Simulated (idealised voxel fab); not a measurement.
Process module heading - voxel self aligned vias
We display cut, a cross-section 150 nm in width whose square cells are each 5 nm.
Cross-section spec: square-cell grid; bands listed top down; each band is one or more rows. It is stipulated that each band's entry specify, in nanometres, the height of the top of the band and then that of its bottom, followed by the materials of the band in left-to-right sequence, each together with its width in nanometres. A single material marked by the word "everywhere" is understood to fill the band from edge to edge; the word "empty" is understood to denote empty space. Ref level 0: as-received wafer is one material below here. Bottom band extends down with no lower bound ("0..down"). The two numbers in a width such as "30->40" mark its ends across the band: the first belongs to the top row of cells, the second to the bottom row, and from each row to the next the width moves by the same amount. Where a step carries "no alteration", the cross-section came out of it unchanged, cell for cell. "Catalogued sealed voids" - sealed voids, min. 8 cells, no opening to top; format: width x height at distance (distance from left edge; nm throughout). Text after the settings on a step's line: the simulator's own remark on that step. On any step carrying a mask, the "overlay nm" setting, if present on the step's line, tells how far right of its planned place the mask lay; negative values point to the left.
-- So here's the lineup of process steps we planned
1,RECEIVE, material Si
2,CONFORMAL_DEP, material SiO2, thk nm 10
3,CONFORMAL_DEP, material SiCN, thk nm 5
4,DIRECTIONAL_DEP, material lowk, thk nm 20
5,DIRECTIONAL_DEP, material aC, thk nm 15
6,PATTERN, tone open, mask id LINES, material resist, width nm 30, pitch nm 65, thk nm 30, overlay nm 0
7,DIRECTIONAL_ETCH, etch materials aC, depth nm 15
8,STRIP, etch materials resist
9,DIRECTIONAL_ETCH, etch materials lowk, depth nm 20
10,STRIP, etch materials aC
11,CONFORMAL_DEP, material TiN, thk nm 5
12,FILL_DEP, material Ru, thk nm 10
13,CMP, height nm 35
14,SELECTIVE_ETCH, etch materials W Ru TiN, depth nm 10
15,FILL_DEP, material SiN, thk nm 10
16,CMP, height nm 35
17,DIRECTIONAL_DEP, material lowk, thk nm 20
18,PATTERN, tone open, mask id VIAS, material resist, width nm 40, thk nm 20, overlay nm 0
19,DIRECTIONAL_ETCH, etch materials lowk, depth nm 20
20,DIRECTIONAL_ETCH, etch materials SiN, depth nm 10
21,STRIP, etch materials resist
22,CONFORMAL_DEP, material TiN, thk nm 5
23,FILL_DEP, material Ru, thk nm 10
24,CMP, height nm 55
25,CONFORMAL_DEP, material SiN, thk nm 5
-- First of two wafers, processed according to plan
-- Cross-section of the wafer upon arrival, representing the state reached after step 1
    0..down = Si everywhere
    Catalogued sealed voids: none
-- Cross-section of the wafer subsequent to step 2
    10..0 = SiO2 everywhere
    Under the height 0 nothing was changed.
-- Cross-section of the wafer subsequent to step 3
    15..10 = SiCN everywhere
    Under the height 10 nothing was changed.
-- Cross-section of the wafer subsequent to step 4
    35..15 = lowk everywhere
    Under the height 15 nothing was changed.
-- Cross-section of the wafer subsequent to step 5
    50..35 = aC everywhere
    Under the height 35 nothing was changed.
-- Cross-section of the wafer subsequent to step 6
    80..50 = 25 resist | 30 empty | 35 resist | 30 empty | 30 resist
    Under the height 50 nothing was changed.
-- Cross-section of the wafer subsequent to step 7
    65..50 = 25 resist | 30 empty | 35 resist | 30 empty | 30 resist
    50..35 = 25 aC | 30 empty | 35 aC | 30 empty | 30 aC
    Under the height 35 nothing was changed.
-- Cross-section of the wafer subsequent to step 8
    50..35 = 25 aC | 30 empty | 35 aC | 30 empty | 30 aC
    Under the height 35 nothing was changed.
-- Cross-section of the wafer subsequent to step 9
    50..35 = 25 aC | 30 empty | 35 aC | 30 empty | 30 aC
    35..15 = 25 lowk | 30 empty | 35 lowk | 30 empty | 30 lowk
    Under the height 15 nothing was changed.
-- Cross-section of the wafer subsequent to step 10
    35..15 = 25 lowk | 30 empty | 35 lowk | 30 empty | 30 lowk
    Under the height 15 nothing was changed.
-- Cross-section of the wafer subsequent to step 11
    40..35 = 30 TiN | 20 empty | 45 TiN | 20 empty | 35 TiN
    35..20 = 25 lowk | 5 TiN | 20 empty | 5 TiN | 35 lowk | 5 TiN | 20 empty | 5 TiN | 30 lowk
    20..15 = 25 lowk | 30 TiN | 35 lowk | 30 TiN | 30 lowk
    Under the height 15 nothing was changed.
-- Cross-section of the wafer subsequent to step 12
    50..40 = Ru everywhere
    40..35 = 30 TiN | 20 Ru | 45 TiN | 20 Ru | 35 TiN
    35..20 = 25 lowk | 5 TiN | 20 Ru | 5 TiN | 35 lowk | 5 TiN | 20 Ru | 5 TiN | 30 lowk
    Under the height 20 nothing was changed.
-- Cross-section of the wafer subsequent to step 13
    35..20 = 25 lowk | 5 TiN | 20 Ru | 5 TiN | 35 lowk | 5 TiN | 20 Ru | 5 TiN | 30 lowk
    Under the height 20 nothing was changed.
-- Cross-section of the wafer subsequent to step 14
    35..25 = 25 lowk | 30 empty | 35 lowk | 30 empty | 30 lowk
    Under the height 25 nothing was changed.
-- Cross-section of the wafer subsequent to step 15
    45..35 = SiN everywhere
    35..25 = 25 lowk | 30 SiN | 35 lowk | 30 SiN | 30 lowk
    Under the height 25 nothing was changed.
-- Cross-section of the wafer subsequent to step 16
    35..25 = 25 lowk | 30 SiN | 35 lowk | 30 SiN | 30 lowk
    Under the height 25 nothing was changed.
-- Cross-section of the wafer subsequent to step 17
    55..35 = lowk everywhere
    Under the height 35 nothing was changed.
-- Cross-section of the wafer subsequent to step 18
    75..55 = 20 resist | 40 empty | 90 resist
    Under the height 55 nothing was changed.
-- Cross-section of the wafer subsequent to step 19
    75..55 = 20 resist | 40 empty | 90 resist
    55..35 = 20 lowk | 40 empty | 90 lowk
    Under the height 35 nothing was changed.
-- Cross-section of the wafer subsequent to step 20
    75..55 = 20 resist | 40 empty | 90 resist
    55..35 = 20 lowk | 40 empty | 90 lowk
    35..25 = 25 lowk | 30 empty | 35 lowk | 30 SiN | 30 lowk
    Under the height 25 nothing was changed.
-- Cross-section of the wafer subsequent to step 21
    55..35 = 20 lowk | 40 empty | 90 lowk
    Under the height 35 nothing was changed.
-- Cross-section of the wafer subsequent to step 22
    60..55 = 25 TiN | 30 empty | 95 TiN
    55..40 = 20 lowk | 5 TiN | 30 empty | 5 TiN | 90 lowk
    40..35 = 20 lowk | 10 TiN | 20 empty | 10 TiN | 90 lowk
    35..30 = 25 lowk | 5 TiN | 20 empty | 5 TiN | 35 lowk | 30 SiN | 30 lowk
    30..25 = 25 lowk | 30 TiN | 35 lowk | 30 SiN | 30 lowk
    Under the height 25 nothing was changed.
-- Cross-section of the wafer subsequent to step 23
    70..60 = Ru everywhere
    60..55 = 25 TiN | 30 Ru | 95 TiN
    55..40 = 20 lowk | 5 TiN | 30 Ru | 5 TiN | 90 lowk
    40..35 = 20 lowk | 10 TiN | 20 Ru | 10 TiN | 90 lowk
    35..30 = 25 lowk | 5 TiN | 20 Ru | 5 TiN | 35 lowk | 30 SiN | 30 lowk
    Under the height 30 nothing was changed.
-- Cross-section of the wafer subsequent to step 24
    55..40 = 20 lowk | 5 TiN | 30 Ru | 5 TiN | 90 lowk
    Under the height 40 nothing was changed.
-- Cross-section of the wafer subsequent to step 25
    60..55 = SiN everywhere
    Under the height 55 nothing was changed.
-- Here the second wafer is described. Its start and its plan were those of the first wafer. Its run contained one mistake. Up to and including step 5, it did exactly what the first wafer did
-- Second wafer profile in section, at the moment step 6 of the plan was meant to be complete
    80..50 = 25 resist | 35 empty | 30 resist | 35 empty | 25 resist
    Under the height 50 nothing was changed.
-- Second wafer profile in section, at the moment step 7 of the plan was meant to be complete
    65..50 = 25 resist | 35 empty | 30 resist | 35 empty | 25 resist
    50..35 = 25 aC | 35 empty | 30 aC | 35 empty | 25 aC
    Under the height 35 nothing was changed.
-- Second wafer profile in section, at the moment step 8 of the plan was meant to be complete
    50..35 = 25 aC | 35 empty | 30 aC | 35 empty | 25 aC
    Under the height 35 nothing was changed.
-- Second wafer profile in section, at the moment step 9 of the plan was meant to be complete
    50..35 = 25 aC | 35 empty | 30 aC | 35 empty | 25 aC
    35..15 = 25 lowk | 35 empty | 30 lowk | 35 empty | 25 lowk
    Under the height 15 nothing was changed.
-- Second wafer profile in section, at the moment step 10 of the plan was meant to be complete
    35..15 = 25 lowk | 35 empty | 30 lowk | 35 empty | 25 lowk
    Under the height 15 nothing was changed.
-- Second wafer profile in section, at the moment step 11 of the plan was meant to be complete
    40..35 = 30 TiN | 25 empty | 40 TiN | 25 empty | 30 TiN
    35..20 = 25 lowk | 5 TiN | 25 empty | 5 TiN | 30 lowk | 5 TiN | 25 empty | 5 TiN | 25 lowk
    20..15 = 25 lowk | 35 TiN | 30 lowk | 35 TiN | 25 lowk
    Under the height 15 nothing was changed.
-- Second wafer profile in section, at the moment step 12 of the plan was meant to be complete
    50..40 = Ru everywhere
    40..35 = 30 TiN | 25 Ru | 40 TiN | 25 Ru | 30 TiN
    35..20 = 25 lowk | 5 TiN | 25 Ru | 5 TiN | 30 lowk | 5 TiN | 25 Ru | 5 TiN | 25 lowk
    Under the height 20 nothing was changed.
-- Second wafer profile in section, at the moment step 13 of the plan was meant to be complete
    35..20 = 25 lowk | 5 TiN | 25 Ru | 5 TiN | 30 lowk | 5 TiN | 25 Ru | 5 TiN | 25 lowk
    Under the height 20 nothing was changed.
-- Second wafer profile in section, at the moment step 14 of the plan was meant to be complete
    35..25 = 25 lowk | 35 empty | 30 lowk | 35 empty | 25 lowk
    Under the height 25 nothing was changed.
-- Second wafer profile in section, at the moment step 15 of the plan was meant to be complete
    45..35 = SiN everywhere
    35..25 = 25 lowk | 35 SiN | 30 lowk | 35 SiN | 25 lowk
    Under the height 25 nothing was changed.
-- Second wafer profile in section, at the moment step 16 of the plan was meant to be complete
    35..25 = 25 lowk | 35 SiN | 30 lowk | 35 SiN | 25 lowk
    Under the height 25 nothing was changed.
-- Second wafer profile in section, at the moment step 17 of the plan was meant to be complete
    55..35 = lowk everywhere
    Under the height 35 nothing was changed.
-- Second wafer profile in section, at the moment step 18 of the plan was meant to be complete
    75..55 = 20 resist | 40 empty | 90 resist
    Under the height 55 nothing was changed.
-- Second wafer profile in section, at the moment step 19 of the plan was meant to be complete
    75..55 = 20 resist | 40 empty | 90 resist
    55..35 = 20 lowk | 40 empty | 90 lowk
    Under the height 35 nothing was changed.
-- Second wafer profile in section, at the moment step 20 of the plan was meant to be complete
    75..55 = 20 resist | 40 empty | 90 resist
    55..35 = 20 lowk | 40 empty | 90 lowk
    35..25 = 25 lowk | 35 empty | 30 lowk | 35 SiN | 25 lowk
    Under the height 25 nothing was changed.
-- Second wafer profile in section, at the moment step 21 of the plan was meant to be complete
    55..35 = 20 lowk | 40 empty | 90 lowk
    Under the height 35 nothing was changed.
-- Second wafer profile in section, at the moment step 22 of the plan was meant to be complete
    60..55 = 25 TiN | 30 empty | 95 TiN
    55..40 = 20 lowk | 5 TiN | 30 empty | 5 TiN | 90 lowk
    40..35 = 20 lowk | 10 TiN | 25 empty | 5 TiN | 90 lowk
    35..30 = 25 lowk | 5 TiN | 25 empty | 5 TiN | 30 lowk | 35 SiN | 25 lowk
    30..25 = 25 lowk | 35 TiN | 30 lowk | 35 SiN | 25 lowk
    Under the height 25 nothing was changed.
-- Second wafer profile in section, at the moment step 23 of the plan was meant to be complete
    70..60 = Ru everywhere
    60..55 = 25 TiN | 30 Ru | 95 TiN
    55..40 = 20 lowk | 5 TiN | 30 Ru | 5 TiN | 90 lowk
    40..35 = 20 lowk | 10 TiN | 25 Ru | 5 TiN | 90 lowk
    35..30 = 25 lowk | 5 TiN | 25 Ru | 5 TiN | 30 lowk | 35 SiN | 25 lowk
    Under the height 30 nothing was changed.
-- Second wafer profile in section, at the moment step 24 of the plan was meant to be complete
    55..40 = 20 lowk | 5 TiN | 30 Ru | 5 TiN | 90 lowk
    Under the height 40 nothing was changed.
-- Second wafer profile in section, at the moment step 25 of the plan was meant to be complete
    60..55 = SiN everywhere
    Under the height 55 nothing was changed.
Where did the run depart from the plan? step 6 changed vs plan, executed as PATTERN, tone open, mask id LINES, material resist, width nm 35, pitch nm 65, thk nm 30, overlay nm 0
Final difference in cells, second wafer against first, listed per material as more or fewer: Ru: 4 more | SiN: 2 more | TiN: 2 more | lowk: 8 fewer
